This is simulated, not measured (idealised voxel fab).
Herein follows the process module entitled voxel self aligned contacts.
FYI the section here is cut, 155 nm wide, cells are 5 nm squares.
How to read a cross-section here: the picture is a grid of square cells, written as bands going from the top down, and any band can span one or more rows of cells. First you get the band's top height and its bottom height, in nm, and then the materials it's made of, left to right, with each width in nm. If you see a single material with "throughout", that one covers the band edge to edge. "empty" is empty space. Measure heights from 0. That's the level where, below it, the as-received wafer is all one material. The lowest band is bottomless and extends downward; write it as in "0 -> down". It should be noted that a width expressed as "30->40" varies in equal increments from row to row of cells within the band, taking the value of the first number at the top row and that of the second number at the bottom row. Basically "remained unchanged" means that step didn't change any cell in the cross-section. Entry "Enclosed void inventory" = empty spaces >= 8 cells with no open way to the top; each as width x height at distance, distance from left edge, all nm. What comes after the settings on a step's line is commentary from the simulator itself on that step. The setting "overlay nm" may be written on the line of a step. When the step uses a mask, the value reports how far to the right of the planned place the mask lay, and a negative value reports that it lay to the left.

So here's the lineup of process steps we planned:
1) RECEIVE (material Si)
2) OXIDIZE (depth nm 5)
3) DIRECTIONAL_DEP (material polySi; thk nm 30)
4) DIRECTIONAL_DEP (material SiN; thk nm 15)
5) PATTERN (tone cover; mask id GATE; material resist; width nm 25; pitch nm 50; thk nm 15; overlay nm 0)
6) DIRECTIONAL_ETCH (etch materials SiN; depth nm 15)
7) DIRECTIONAL_ETCH (etch materials polySi; depth nm 30)
8) STRIP (etch materials resist)
9) CONFORMAL_DEP (material SiN; thk nm 5)
10) DIRECTIONAL_ETCH (etch materials SiN; depth nm 5)
11) FILL_DEP (material SiO2; thk nm 15)
12) CMP (height nm 50)
13) PATTERN (tone open; mask id CONTACT; material resist; width nm 35; thk nm 20; overlay nm 0)
14) DIRECTIONAL_ETCH (etch materials SiO2; depth nm 55)
15) STRIP (etch materials resist)
16) CONFORMAL_DEP (material TiN; thk nm 5)
17) FILL_DEP (material Ru; thk nm 10)
18) CMP (height nm 50)
19) CONFORMAL_DEP (material SiCN; thk nm 5)

as received, after step 1:
    0 -> down = Si throughout
    Enclosed void inventory: none

Same starting wafer, same plan as above, one mistake in the execution; this is the cross-section at the end of the module:
    55 -> 50 = SiCN throughout
    50 -> 45 = 60 SiO2 / 15 TiN / 5 Ru / 15 TiN / 60 SiO2
    45 -> 30 = 35 SiO2 / 35 SiN / 5 TiN / 5 Ru / 5 TiN / 35 SiN / 35 SiO2
    30 -> 25 = 70 SiO2 / 15 TiN / 70 SiO2
    25 -> 0 = polySi throughout
    0 -> down = Si throughout
    Enclosed void inventory: none
Heads up, the wafer didn't run the way we planned it: the processing plan was not followed for steps 2 and 3, which were run with their positions exchanged
